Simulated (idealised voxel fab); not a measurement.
This is a process module. Its name is voxel self aligned contacts.
The width of the displayed cross-section, cut, is 250 nm; its cells are square, with a size of 5 nm.
Reading order for cross-sections: top band down to bottom band. Underlying form: a grid of square cells. Band size: one or more rows of cells.
Quick guide to a band line: top height, bottom height (nm) up front; then every material left to right with its width in nm. Only one material and it's marked "all across"? Then it fills the band edge to edge. And "blank" just means empty space.
Height is counted from the level 0, under which the received wafer is composed throughout of one material. The lowest of the bands is not closed at the bottom but continues downward, in the notation "0 and below".
A two-number width, for instance "30 to 40", indicates that the width is equal to the first number in the top row of the band and to the second number in the bottom row, and that it changes by a constant amount per row of cells.
The cross-section has no changed cell in any step marked "no modification".
In the "Enclosed internal cavities" entry, you get each enclosed empty space of 8 cells or more, one with no open way to the top, written width x height at distance, distance from the left edge, in nm.
Note: text after step settings on the step line = simulator remark on that step.
overlay nm: for a step with a mask, the amount by which the mask lay right of where it was planned; a negative amount means left of it.
Each pair below shows a cross-section before one step and the cross-section after it, down to the lowest band that changed. The line under each pair gives the step between them, with its settings. The pairs can come from different runs of this module on the same starting wafer, so a pair continues from the pair above only where its "before" says so.
Before
	65 down to 50  blank 75; aC 25; blank 50; aC 25; blank 75
	50 down to 25  SiN all across
	25 down to 0  polySi all across
	0 down to -5  SiO2 all across
	-5 and below  Si all across
	Enclosed internal cavities: none
Post-Step Geometry
	65 down to 50  blank 75; aC 25; blank 50; aC 25; blank 75
	50 down to 25  blank 75; SiN 25; blank 50; SiN 25; blank 75
	Lower than 25, everything is as it was.
	Enclosed internal cavities: none
The structure shown above changes from one cross-section to the other through op DIRECTIONAL_ETCH | etch materials SiN | depth nm 25
before: as shown after the step in the preceding pair, directly above.
Post-Step Geometry
	65 down to 50  blank 75; aC 25; blank 50; aC 25; blank 75
	50 down to 25  blank 75; SiN 25; blank 50; SiN 25; blank 75
	25 down to 0  blank 75; polySi 25; blank 50; polySi 25; blank 75
	Lower than 0, everything is as it was.
	Enclosed internal cavities: none
The structure shown above changes from one cross-section to the other through op DIRECTIONAL_ETCH | etch materials polySi | depth nm 25
before: as shown after the step in the preceding pair, directly above.
Post-Step Geometry
	50 down to 25  blank 75; SiN 25; blank 50; SiN 25; blank 75
	Lower than 25, everything is as it was.
	Enclosed internal cavities: none
The structure shown above changes from one cross-section to the other through op STRIP | etch materials aC
before: as shown after the step in the preceding pair, directly above.
Post-Step Geometry
	60 down to 25  blank 65; SiN 45; blank 30; SiN 45; blank 65
	25 down to 10  blank 65; SiN 10; polySi 25; SiN 10; blank 30; SiN 10; polySi 25; SiN 10; blank 65
	10 down to 0  SiN 75; polySi 25; SiN 50; polySi 25; SiN 75
	Lower than 0, everything is as it was.
	Enclosed internal cavities: none
The structure shown above changes from one cross-section to the other through op CONFORMAL_DEP | material SiN | thk nm 10
before: as shown after the step in the preceding pair, directly above.
Post-Step Geometry
	50 down to 25  blank 65; SiN 45; blank 30; SiN 45; blank 65
	25 down to 0  blank 65; SiN 10; polySi 25; SiN 10; blank 30; SiN 10; polySi 25; SiN 10; blank 65
	Lower than 0, everything is as it was.
	Enclosed internal cavities: none
The structure shown above changes from one cross-section to the other through op DIRECTIONAL_ETCH | etch materials SiN | depth nm 10
before: as shown after the step in the preceding pair, directly above.
Post-Step Geometry
	65 down to 50  SiO2 all across
	50 down to 25  SiO2 65; SiN 45; SiO2 30; SiN 45; SiO2 65
	25 down to 0  SiO2 65; SiN 10; polySi 25; SiN 10; SiO2 30; SiN 10; polySi 25; SiN 10; SiO2 65
	Lower than 0, everything is as it was.
	Enclosed internal cavities: none
The structure shown above changes from one cross-section to the other through op FILL_DEP | material SiO2 | thk nm 15
before: as shown after the step in the preceding pair, directly above.
Post-Step Geometry
	55 down to 50  SiO2 all across
	Lower than 50, everything is as it was.
	Enclosed internal cavities: none
The structure shown above changes from one cross-section to the other through op CMP | height nm 55
before: as shown after the step in the preceding pair, directly above.
Post-Step Geometry
	55 down to 50  SiO2 95; blank 60; SiO2 95
	50 down to 25  SiO2 65; SiN 45; blank 30; SiN 45; SiO2 65
	25 down to 0  SiO2 65; SiN 10; polySi 25; SiN 10; blank 30; SiN 10; polySi 25; SiN 10; SiO2 65
	0 down to -5  SiO2 110; blank 30; SiO2 110
	Lower than -5, everything is as it was.
	Enclosed internal cavities: none
The structure shown above changes from one cross-section to the other through op MASKED_ETCH | tone open | mask id CONTACT | width nm 60 | etch materials SiO2 | depth nm 60 | overlay nm 0
before: as shown after the step in the preceding pair, directly above.
Post-Step Geometry
	60 down to 55  TiN 100; blank 50; TiN 100
	55 down to 50  SiO2 95; TiN 20; blank 20; TiN 20; SiO2 95
	50 down to 25  SiO2 65; SiN 45; TiN 5; blank 20; TiN 5; SiN 45; SiO2 65
	25 down to 0  SiO2 65; SiN 10; polySi 25; SiN 10; TiN 5; blank 20; TiN 5; SiN 10; polySi 25; SiN 10; SiO2 65
	0 down to -5  SiO2 110; TiN 30; SiO2 110
	Lower than -5, everything is as it was.
	Enclosed internal cavities: none
The structure shown above changes from one cross-section to the other through op CONFORMAL_DEP | material TiN | thk nm 5
before: as shown after the step in the preceding pair, directly above.
Post-Step Geometry
	65 down to 60  Ru all across
	60 down to 55  TiN 100; Ru 50; TiN 100
	55 down to 50  SiO2 95; TiN 20; Ru 20; TiN 20; SiO2 95
	50 down to 25  SiO2 65; SiN 45; TiN 5; Ru 20; TiN 5; SiN 45; SiO2 65
	25 down to 0  SiO2 65; SiN 10; polySi 25; SiN 10; TiN 5; Ru 20; TiN 5; SiN 10; polySi 25; SiN 10; SiO2 65
	Lower than 0, everything is as it was.
	Enclosed internal cavities: none
The structure shown above changes from one cross-section to the other through op FILL_DEP | material Ru | thk nm 5
before: as shown after the step in the preceding pair, directly above.
Post-Step Geometry
	55 down to 50  SiO2 95; TiN 20; Ru 20; TiN 20; SiO2 95
	Lower than 50, everything is as it was.
	Enclosed internal cavities: none
The structure shown above changes from one cross-section to the other through op CMP | height nm 55
before: as shown after the step in the preceding pair, directly above.
Post-Step Geometry
	60 down to 55  SiN all across
	Lower than 55, everything is as it was.
	Enclosed internal cavities: none
The structure shown above changes from one cross-section to the other through op CONFORMAL_DEP | material SiN | thk nm 5
Before
	65 down to 50  aC all across
	50 down to 25  SiN all across
	25 down to 0  polySi all across
	0 down to -5  SiO2 all across
	-5 and below  Si all across
	Enclosed internal cavities: none
Post-Step Geometry
	100 down to 65  blank 75; resist 35; blank 40; resist 35; blank 65
	Lower than 65, everything is as it was.
	Enclosed internal cavities: none
The structure shown above changes from one cross-section to the other through op PATTERN | tone cover | mask id GATE | material resist | width nm 35 | pitch nm 75 | thk nm 35 | overlay nm 5
before: as shown after the step in the preceding pair, directly above.
Post-Step Geometry
	85 down to 65  blank 75; resist 35; blank 40; resist 35; blank 65
	65 down to 50  blank 75; aC 35; blank 40; aC 35; blank 65
	Lower than 50, everything is as it was.
	Enclosed internal cavities: none
The structure shown above changes from one cross-section to the other through op DIRECTIONAL_ETCH | etch materials aC | depth nm 15
before: as shown after the step in the preceding pair, directly above.
Post-Step Geometry
	65 down to 50  blank 75; aC 35; blank 40; aC 35; blank 65
	Lower than 50, everything is as it was.
	Enclosed internal cavities: none
The structure shown above changes from one cross-section to the other through op STRIP | etch materials resist
before: as shown after the step in the preceding pair, directly above.
Post-Step Geometry
	65 down to 50  blank 75; aC 35; blank 40; aC 35; blank 65
	50 down to 25  blank 75; SiN 35; blank 40; SiN 35; blank 65
	Lower than 25, everything is as it was.
	Enclosed internal cavities: none
The structure shown above changes from one cross-section to the other through op DIRECTIONAL_ETCH | etch materials SiN | depth nm 25
before: as shown after the step in the preceding pair, directly above.
Post-Step Geometry
	65 down to 50  blank 75; aC 35; blank 40; aC 35; blank 65
	50 down to 25  blank 75; SiN 35; blank 40; SiN 35; blank 65
	25 down to 0  blank 75; polySi 35; blank 40; polySi 35; blank 65
	Lower than 0, everything is as it was.
	Enclosed internal cavities: none
The structure shown above changes from one cross-section to the other through op DIRECTIONAL_ETCH | etch materials polySi | depth nm 25
before: as shown after the step in the preceding pair, directly above.
Post-Step Geometry
	50 down to 25  blank 75; SiN 35; blank 40; SiN 35; blank 65
	Lower than 25, everything is as it was.
	Enclosed internal cavities: none
The structure shown above changes from one cross-section to the other through op STRIP | etch materials aC
before: as shown after the step in the preceding pair, directly above.
Post-Step Geometry
	60 down to 25  blank 65; SiN 55; blank 20; SiN 55; blank 55
	25 down to 10  blank 65; SiN 10; polySi 35; SiN 10; blank 20; SiN 10; polySi 35; SiN 10; blank 55
	10 down to 0  SiN 75; polySi 35; SiN 40; polySi 35; SiN 65
	Lower than 0, everything is as it was.
	Enclosed internal cavities: none
The structure shown above changes from one cross-section to the other through op CONFORMAL_DEP | material SiN | thk nm 10
before: as shown after the step in the preceding pair, directly above.
Post-Step Geometry
	50 down to 25  blank 65; SiN 55; blank 20; SiN 55; blank 55
	25 down to 0  blank 65; SiN 10; polySi 35; SiN 10; blank 20; SiN 10; polySi 35; SiN 10; blank 55
	Lower than 0, everything is as it was.
	Enclosed internal cavities: none
The structure shown above changes from one cross-section to the other through op DIRECTIONAL_ETCH | etch materials SiN | depth nm 10
before: as shown after the step in the preceding pair, directly above.
Post-Step Geometry
	65 down to 50  SiO2 all across
	50 down to 25  SiO2 65; SiN 55; SiO2 20; SiN 55; SiO2 55
	25 down to 0  SiO2 65; SiN 10; polySi 35; SiN 10; SiO2 20; SiN 10; polySi 35; SiN 10; SiO2 55
	Lower than 0, everything is as it was.
	Enclosed internal cavities: none
The structure shown above changes from one cross-section to the other through op FILL_DEP | material SiO2 | thk nm 15
before: as shown after the step in the preceding pair, directly above.
Post-Step Geometry
	55 down to 50  SiO2 all across
	Lower than 50, everything is as it was.
	Enclosed internal cavities: none
The structure shown above changes from one cross-section to the other through op CMP | height nm 55
before: as shown after the step in the preceding pair, directly above.
Post-Step Geometry
	55 down to 50  SiO2 95; blank 60; SiO2 95
	50 down to 25  SiO2 65; SiN 55; blank 20; SiN 55; SiO2 55
	25 down to 0  SiO2 65; SiN 10; polySi 35; SiN 10; blank 20; SiN 10; polySi 35; SiN 10; SiO2 55
	0 down to -5  SiO2 120; blank 20; SiO2 110
	Lower than -5, everything is as it was.
	Enclosed internal cavities: none
The structure shown above changes from one cross-section to the other through op MASKED_ETCH | tone open | mask id CONTACT | width nm 60 | etch materials SiO2 | depth nm 60 | overlay nm 0
before: as shown after the step in the preceding pair, directly above.
Post-Step Geometry
	60 down to 55  TiN 100; blank 50; TiN 100
	55 down to 50  SiO2 95; TiN 30; blank 10; TiN 20; SiO2 95
	50 down to 25  SiO2 65; SiN 55; TiN 5; blank 10; TiN 5; SiN 55; SiO2 55
	25 down to 0  SiO2 65; SiN 10; polySi 35; SiN 10; TiN 5; blank 10; TiN 5; SiN 10; polySi 35; SiN 10; SiO2 55
	0 down to -5  SiO2 120; TiN 20; SiO2 110
	Lower than -5, everything is as it was.
	Enclosed internal cavities: none
The structure shown above changes from one cross-section to the other through op CONFORMAL_DEP | material TiN | thk nm 5
before: as shown after the step in the preceding pair, directly above.
Post-Step Geometry
	65 down to 60  Ru all across
	60 down to 55  TiN 100; Ru 50; TiN 100
	55 down to 50  SiO2 95; TiN 30; Ru 10; TiN 20; SiO2 95
	50 down to 25  SiO2 65; SiN 55; TiN 5; Ru 10; TiN 5; SiN 55; SiO2 55
	25 down to 0  SiO2 65; SiN 10; polySi 35; SiN 10; TiN 5; Ru 10; TiN 5; SiN 10; polySi 35; SiN 10; SiO2 55
	Lower than 0, everything is as it was.
	Enclosed internal cavities: none
The structure shown above changes from one cross-section to the other through op FILL_DEP | material Ru | thk nm 5
before: as shown after the step in the preceding pair, directly above.
Post-Step Geometry
	55 down to 50  SiO2 95; TiN 30; Ru 10; TiN 20; SiO2 95
	Lower than 50, everything is as it was.
	Enclosed internal cavities: none
The structure shown above changes from one cross-section to the other through op CMP | height nm 55
before: as shown after the step in the preceding pair, directly above.
Post-Step Geometry
	60 down to 55  SiN all across
	Lower than 55, everything is as it was.
	Enclosed internal cavities: none
The structure shown above changes from one cross-section to the other through op CONFORMAL_DEP | material SiN | thk nm 5
Before
	50 down to 25  blank 70; SiN 35; blank 40; SiN 35; blank 70
	25 down to 0  blank 70; polySi 35; blank 40; polySi 35; blank 70
	0 down to -5  SiO2 all across
	-5 and below  Si all across
	Enclosed internal cavities: none
Post-Step Geometry
	60 down to 50  blank 60; SiO2 55; blank 20; SiO2 55; blank 60
	50 down to 25  blank 60; SiO2 10; SiN 35; SiO2 10; blank 20; SiO2 10; SiN 35; SiO2 10; blank 60
	25 down to 10  blank 60; SiO2 10; polySi 35; SiO2 10; blank 20; SiO2 10; polySi 35; SiO2 10; blank 60
	10 down to 0  SiO2 70; polySi 35; SiO2 40; polySi 35; SiO2 70
	Lower than 0, everything is as it was.
	Enclosed internal cavities: none
The structure shown above changes from one cross-section to the other through op CONFORMAL_DEP | material SiO2 | thk nm 10
before: as shown after the step in the preceding pair, directly above.
Post-Step Geometry
	75 down to 50  SiO2 all across
	50 down to 25  SiO2 70; SiN 35; SiO2 40; SiN 35; SiO2 70
	25 down to 0  SiO2 70; polySi 35; SiO2 40; polySi 35; SiO2 70
	Lower than 0, everything is as it was.
	Enclosed internal cavities: none
The structure shown above changes from one cross-section to the other through op FILL_DEP | material SiO2 | thk nm 15
before: as shown after the step in the preceding pair, directly above.
Post-Step Geometry
	55 down to 50  SiO2 all across
	Lower than 50, everything is as it was.
	Enclosed internal cavities: none
The structure shown above changes from one cross-section to the other through op CMP | height nm 55
before: as shown after the step in the preceding pair, directly above.
Post-Step Geometry
	55 down to 50  SiO2 95; blank 60; SiO2 95
	50 down to 25  SiO2 70; SiN 35; blank 40; SiN 35; SiO2 70
	25 down to 0  SiO2 70; polySi 35; blank 40; polySi 35; SiO2 70
	0 down to -5  SiO2 105; blank 40; SiO2 105
	Lower than -5, everything is as it was.
	Enclosed internal cavities: none
The structure shown above changes from one cross-section to the other through op MASKED_ETCH | tone open | mask id CONTACT | width nm 60 | etch materials SiO2 | depth nm 60 | overlay nm 0
before: as shown after the step in the preceding pair, directly above.
Post-Step Geometry
	60 down to 55  TiN 100; blank 50; TiN 100
	55 down to 50  SiO2 95; TiN 15; blank 30; TiN 15; SiO2 95
	50 down to 25  SiO2 70; SiN 35; TiN 5; blank 30; TiN 5; SiN 35; SiO2 70
	25 down to 0  SiO2 70; polySi 35; TiN 5; blank 30; TiN 5; polySi 35; SiO2 70
	0 down to -5  SiO2 105; TiN 40; SiO2 105
	Lower than -5, everything is as it was.
	Enclosed internal cavities: none
The structure shown above changes from one cross-section to the other through op CONFORMAL_DEP | material TiN | thk nm 5
before: as shown after the step in the preceding pair, directly above.
Post-Step Geometry
	65 down to 60  Ru all across
	60 down to 55  TiN 100; Ru 50; TiN 100
	55 down to 50  SiO2 95; TiN 15; Ru 30; TiN 15; SiO2 95
	50 down to 25  SiO2 70; SiN 35; TiN 5; Ru 30; TiN 5; SiN 35; SiO2 70
	25 down to 0  SiO2 70; polySi 35; TiN 5; Ru 30; TiN 5; polySi 35; SiO2 70
	Lower than 0, everything is as it was.
	Enclosed internal cavities: none
The structure shown above changes from one cross-section to the other through op FILL_DEP | material Ru | thk nm 5
before: as shown after the step in the preceding pair, directly above.
Post-Step Geometry
	55 down to 50  SiO2 95; TiN 15; Ru 30; TiN 15; SiO2 95
	Lower than 50, everything is as it was.
	Enclosed internal cavities: none
The structure shown above changes from one cross-section to the other through op CMP | height nm 55
before: as shown after the step in the preceding pair, directly above.
Post-Step Geometry
	60 down to 55  SiN all across
	Lower than 55, everything is as it was.
	Enclosed internal cavities: none
The structure shown above changes from one cross-section to the other through op CONFORMAL_DEP | material SiN | thk nm 5
Before
	65 down to 50  aC all across
	50 down to 25  SiN all across
	25 down to 0  polySi all across
	0 down to -5  SiO2 all across
	-5 and below  Si all across
	Enclosed internal cavities: none
Post-Step Geometry
	100 down to 65  resist 70; blank 35; resist 40; blank 35; resist 70
	Lower than 65, everything is as it was.
	Enclosed internal cavities: none
The structure shown above changes from one cross-section to the other through op PATTERN | tone open | mask id GATE | material resist | width nm 35 | pitch nm 75 | thk nm 35 | overlay nm 0
before: as shown after the step in the preceding pair, directly above.
Post-Step Geometry
	85 down to 65  resist 70; blank 35; resist 40; blank 35; resist 70
	65 down to 50  aC 70; blank 35; aC 40; blank 35; aC 70
	Lower than 50, everything is as it was.
	Enclosed internal cavities: none
The structure shown above changes from one cross-section to the other through op DIRECTIONAL_ETCH | etch materials aC | depth nm 15
before: as shown after the step in the preceding pair, directly above.
Post-Step Geometry
	65 down to 50  aC 70; blank 35; aC 40; blank 35; aC 70
	Lower than 50, everything is as it was.
	Enclosed internal cavities: none
The structure shown above changes from one cross-section to the other through op STRIP | etch materials resist
before: as shown after the step in the preceding pair, directly above.
Post-Step Geometry
	65 down to 50  aC 70; blank 35; aC 40; blank 35; aC 70
	50 down to 25  SiN 70; blank 35; SiN 40; blank 35; SiN 70
	Lower than 25, everything is as it was.
	Enclosed internal cavities: none
The structure shown above changes from one cross-section to the other through op DIRECTIONAL_ETCH | etch materials SiN | depth nm 25
before: as shown after the step in the preceding pair, directly above.
Post-Step Geometry
	65 down to 50  aC 70; blank 35; aC 40; blank 35; aC 70
	50 down to 25  SiN 70; blank 35; SiN 40; blank 35; SiN 70
	25 down to 0  polySi 70; blank 35; polySi 40; blank 35; polySi 70
	Lower than 0, everything is as it was.
	Enclosed internal cavities: none
The structure shown above changes from one cross-section to the other through op DIRECTIONAL_ETCH | etch materials polySi | depth nm 25
before: as shown after the step in the preceding pair, directly above.
Post-Step Geometry
	50 down to 25  SiN 70; blank 35; SiN 40; blank 35; SiN 70
	Lower than 25, everything is as it was.
	Enclosed internal cavities: none
The structure shown above changes from one cross-section to the other through op STRIP | etch materials aC
before: as shown after the step in the preceding pair, directly above.
Post-Step Geometry
	60 down to 25  SiN 80; blank 15; SiN 60; blank 15; SiN 80
	25 down to 10  polySi 70; SiN 10; blank 15; SiN 10; polySi 40; SiN 10; blank 15; SiN 10; polySi 70
	10 down to 0  polySi 70; SiN 35; polySi 40; SiN 35; polySi 70
	Lower than 0, everything is as it was.
	Enclosed internal cavities: none
The structure shown above changes from one cross-section to the other through op CONFORMAL_DEP | material SiN | thk nm 10
before: as shown after the step in the preceding pair, directly above.
Post-Step Geometry
	50 down to 25  SiN 80; blank 15; SiN 60; blank 15; SiN 80
	25 down to 0  polySi 70; SiN 10; blank 15; SiN 10; polySi 40; SiN 10; blank 15; SiN 10; polySi 70
	Lower than 0, everything is as it was.
	Enclosed internal cavities: none
The structure shown above changes from one cross-section to the other through op DIRECTIONAL_ETCH | etch materials SiN | depth nm 10
before: as shown after the step in the preceding pair, directly above.
Post-Step Geometry
	65 down to 50  SiO2 all across
	50 down to 25  SiN 80; SiO2 15; SiN 60; SiO2 15; SiN 80
	25 down to 0  polySi 70; SiN 10; SiO2 15; SiN 10; polySi 40; SiN 10; SiO2 15; SiN 10; polySi 70
	Lower than 0, everything is as it was.
	Enclosed internal cavities: none
The structure shown above changes from one cross-section to the other through op FILL_DEP | material SiO2 | thk nm 15
before: as shown after the step in the preceding pair, directly above.
Post-Step Geometry
	55 down to 50  SiO2 all across
	Lower than 50, everything is as it was.
	Enclosed internal cavities: none
The structure shown above changes from one cross-section to the other through op CMP | height nm 55
before: as shown after the step in the preceding pair, directly above.
Post-Step Geometry
	55 down to 50  SiO2 95; blank 60; SiO2 95
	Lower than 50, everything is as it was.
	Enclosed internal cavities: none
The structure shown above changes from one cross-section to the other through op MASKED_ETCH | tone open | mask id CONTACT | width nm 60 | etch materials SiO2 | depth nm 60 | overlay nm 0
before: as shown after the step in the preceding pair, directly above.
Post-Step Geometry
	60 down to 55  TiN 100; blank 50; TiN 100
	55 down to 50  SiO2 95; TiN 60; SiO2 95
	Lower than 50, everything is as it was.
	Enclosed internal cavities: none
The structure shown above changes from one cross-section to the other through op CONFORMAL_DEP | material TiN | thk nm 5
before: as shown after the step in the preceding pair, directly above.
Post-Step Geometry
	65 down to 60  Ru all across
	60 down to 55  TiN 100; Ru 50; TiN 100
	Lower than 55, everything is as it was.
	Enclosed internal cavities: none
The structure shown above changes from one cross-section to the other through op FILL_DEP | material Ru | thk nm 5
before: as shown after the step in the preceding pair, directly above.
Post-Step Geometry
	55 down to 50  SiO2 95; TiN 60; SiO2 95
	Lower than 50, everything is as it was.
	Enclosed internal cavities: none
The structure shown above changes from one cross-section to the other through op CMP | height nm 55
before: as shown after the step in the preceding pair, directly above.
Post-Step Geometry
	60 down to 55  SiN all across
	Lower than 55, everything is as it was.
	Enclosed internal cavities: none
The structure shown above changes from one cross-section to the other through op CONFORMAL_DEP | material SiN | thk nm 5
